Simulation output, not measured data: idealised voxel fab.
process module | voxel self aligned vias
The width of the displayed cross-section, cut, is 250 nm; its cells are square, with a size of 5 nm.
Format of a cross-section: grid, square cells. Given as bands. Order: top down. Band: one or more rows of cells.
Top height, bottom height, nm. Materials left to right, width each, nm. Single material + "throughout" = fills band edge to edge. "blank" = empty.
Height datum 0, below which the as-received substrate wafer is one material. Lowest band open at the bottom, running downward: "0 down".
A width given as "30 to 40" starts at the first number in the band's top row and ends at the second number in its bottom row, shifting by an equal amount at every step from row to row.
"identical to before" for a step: no cell of the cross-section changed in that step.
"Trapped voids" lists enclosed empty spaces (at least 8 cells, no open path upward to the top), each as width x height at distance from the left edge, in nm.
That trailing text on a step's line, after the settings, is the simulator's own remark on the step.
overlay nm: for a step with a mask, the amount by which the mask lay right of where it was planned; a negative amount means left of it.
### plan
1) RECEIVE, material Si
2) CONFORMAL_DEP, material SiO2, thk nm 15
3) CONFORMAL_DEP, material SiCN, thk nm 5
4) DIRECTIONAL_DEP, material SiO2, thk nm 20
5) MASKED_ETCH, tone open, mask id LINES, width nm 20, pitch nm 60, etch materials SiO2, depth nm 20, overlay nm 0
6) CONFORMAL_DEP, material TiN, thk nm 5
7) FILL_DEP, material Ru, thk nm 5
8) CMP, height nm 40
9) SELECTIVE_ETCH, etch materials W Ru TiN, depth nm 10
10) FILL_DEP, material SiN, thk nm 5
11) CMP, height nm 40
12) DIRECTIONAL_DEP, material SiO2, thk nm 15
13) PATTERN, tone open, mask id VIAS, material resist, width nm 30, pitch nm 120, thk nm 20, overlay nm 0
14) DIRECTIONAL_ETCH, etch materials SiO2, depth nm 15
15) DIRECTIONAL_ETCH, etch materials SiN, depth nm 10
16) STRIP, etch materials resist
17) CONFORMAL_DEP, material TiN, thk nm 5
18) FILL_DEP, material Ru, thk nm 10
19) CMP, height nm 55
20) CONFORMAL_DEP, material SiN, thk nm 5
### Step 1 complete: cross-section of the wafer as received
	0 down | Si throughout
	Trapped voids: none
### Module complete - cross-section of the first of two wafers, run according to plan
	60 to 55 | SiN throughout
	55 to 45 | 50 nm SiO2; 5 nm TiN; 20 nm Ru; 5 nm TiN; 90 nm SiO2; 5 nm TiN; 20 nm Ru; 5 nm TiN; 50 nm SiO2
	45 to 40 | 50 nm SiO2; 10 nm TiN; 10 nm Ru; 10 nm TiN; 90 nm SiO2; 10 nm TiN; 10 nm Ru; 10 nm TiN; 50 nm SiO2
	40 to 35 | 55 nm SiO2; 5 nm TiN; 10 nm Ru; 5 nm TiN; 40 nm SiO2; 20 nm SiN; 40 nm SiO2; 5 nm TiN; 10 nm Ru; 5 nm TiN; 55 nm SiO2
	35 to 30 | 55 nm SiO2; 20 nm TiN; 40 nm SiO2; 20 nm SiN; 40 nm SiO2; 20 nm TiN; 55 nm SiO2
	30 to 25 | 55 nm SiO2; 5 nm TiN; 10 nm Ru; 5 nm TiN; 40 nm SiO2; 5 nm TiN; 10 nm Ru; 5 nm TiN; 40 nm SiO2; 5 nm TiN; 10 nm Ru; 5 nm TiN; 55 nm SiO2
	25 to 20 | 55 nm SiO2; 20 nm TiN; 40 nm SiO2; 20 nm TiN; 40 nm SiO2; 20 nm TiN; 55 nm SiO2
	20 to 15 | SiCN throughout
	15 to 0 | SiO2 throughout
	0 down | Si throughout
	Trapped voids: none
### Second of two wafers, module complete, sectioned: it shares the first wafer's start and plan but was run with one mistake
	60 to 55 | SiN throughout
	55 to 45 | 50 nm SiO2; 5 nm TiN; 20 nm Ru; 5 nm TiN; 90 nm SiO2; 5 nm TiN; 20 nm Ru; 5 nm TiN; 50 nm SiO2
	45 to 40 | 50 nm SiO2; 10 nm TiN; 10 nm Ru; 10 nm TiN; 90 nm SiO2; 10 nm TiN; 10 nm Ru; 10 nm TiN; 50 nm SiO2
	40 to 35 | 55 nm SiO2; 5 nm TiN; 10 nm Ru; 5 nm TiN; 40 nm SiO2; 20 nm SiN; 40 nm SiO2; 5 nm TiN; 10 nm Ru; 5 nm TiN; 55 nm SiO2
	35 to 30 | 55 nm SiO2; 20 nm TiN; 40 nm SiO2; 20 nm SiN; 40 nm SiO2; 20 nm TiN; 55 nm SiO2
	30 to 25 | 55 nm SiO2; 5 nm TiN; 10 nm Ru; 5 nm TiN; 40 nm SiO2; 5 nm TiN; 10 nm Ru; 5 nm TiN; 40 nm SiO2; 5 nm TiN; 10 nm Ru; 5 nm TiN; 55 nm SiO2
	25 to 20 | 55 nm SiO2; 20 nm TiN; 40 nm SiO2; 20 nm TiN; 40 nm SiO2; 20 nm TiN; 55 nm SiO2
	20 to 15 | SiCN throughout
	15 to 0 | SiN throughout
	0 down | Si throughout
	Trapped voids: none
So what did we get wrong on this run? so step 2 ended up running with a different setting than we planned, it ran as CONFORMAL_DEP, material SiN, thk nm 15
Materials where the second wafer ends with more or fewer cells than the first: 150 more of SiN | 150 fewer of SiO2
